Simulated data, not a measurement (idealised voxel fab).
process module | voxel self aligned vias
cross-section cut | 175 nm wide | cells 5 nm
A cross-section is a grid of square cells, given in bands from the top down. A band is one or more rows of cells.
Each band's line starts with the height of the band's top and of its bottom, in nm. Then come its materials from left to right, each with its width in nm. One material with "throughout" fills the band from edge to edge. "air" is empty space.
Height 0 is the level under which the wafer as received is all one material. The lowest band goes on downwards, as in "0 down".
A width such as "30 to 40" changes by the same amount from each row of cells to the next, from the band's top row to its bottom row.
"no change" after a step means that no cell of the cross-section changed.
closed voids: empty space of 8 cells or more with no open way to the top, each as width x height at its distance from the left edge, in nm
after a step's settings: what the simulator itself notes on the step
overlay nm, on a step with a mask: how far to the right of its planned place the mask lay; to the left if negative
plan
1 op RECEIVE | material Si
2 op CONFORMAL_DEP | material SiO2 | thk nm 10
3 op CONFORMAL_DEP | material SiCN | thk nm 5
4 op DIRECTIONAL_DEP | material lowk | thk nm 25
5 op MASKED_ETCH | tone open | mask id LINES | width nm 30 | pitch nm 75 | etch materials lowk | depth nm 25 | overlay nm 0
6 op CONFORMAL_DEP | material TiN | thk nm 5
7 op FILL_DEP | material Ru | thk nm 10
8 op CMP | height nm 40
9 op SELECTIVE_ETCH | etch materials W Ru TiN | depth nm 10
10 op FILL_DEP | material SiN | thk nm 10
11 op CMP | height nm 40
12 op DIRECTIONAL_DEP | material lowk | thk nm 20
13 op MASKED_ETCH | tone open | mask id VIAS | width nm 50 | etch materials lowk | depth nm 20 | overlay nm 0
14 op MASKED_ETCH | tone open | mask id VIAS | width nm 50 | etch materials SiN | depth nm 10 | overlay nm 0
15 op CONFORMAL_DEP | material TiN | thk nm 5
16 op FILL_DEP | material Cu | thk nm 5
17 op CMP | height nm 60
18 op CONFORMAL_DEP | material SiN | thk nm 5
as received, after step 1
  0 down: Si throughout
  closed voids: none
a wafer at the end: this start, this plan, one mistake
  65 to 60: SiN throughout
  60 to 45: Cu 20 | TiN 5 | lowk 50 | TiN 5 | Cu 95
  45 to 40: TiN 25 | lowk 50 | TiN 100
  40 to 30: lowk 35 | SiN 30 | lowk 45 | SiN 30 | lowk 35
  30 to 20: lowk 35 | TiN 5 | Ru 20 | TiN 5 | lowk 45 | TiN 5 | Ru 20 | TiN 5 | lowk 35
  20 to 15: lowk 35 | TiN 30 | lowk 45 | TiN 30 | lowk 35
  15 to 10: SiCN throughout
  10 to 0: SiO2 throughout
  0 down: Si throughout
  closed voids: none
what went wrong: step 13 ran as: op MASKED_ETCH | tone cover | mask id VIAS | width nm 50 | etch materials lowk | depth nm 20 | overlay nm 0
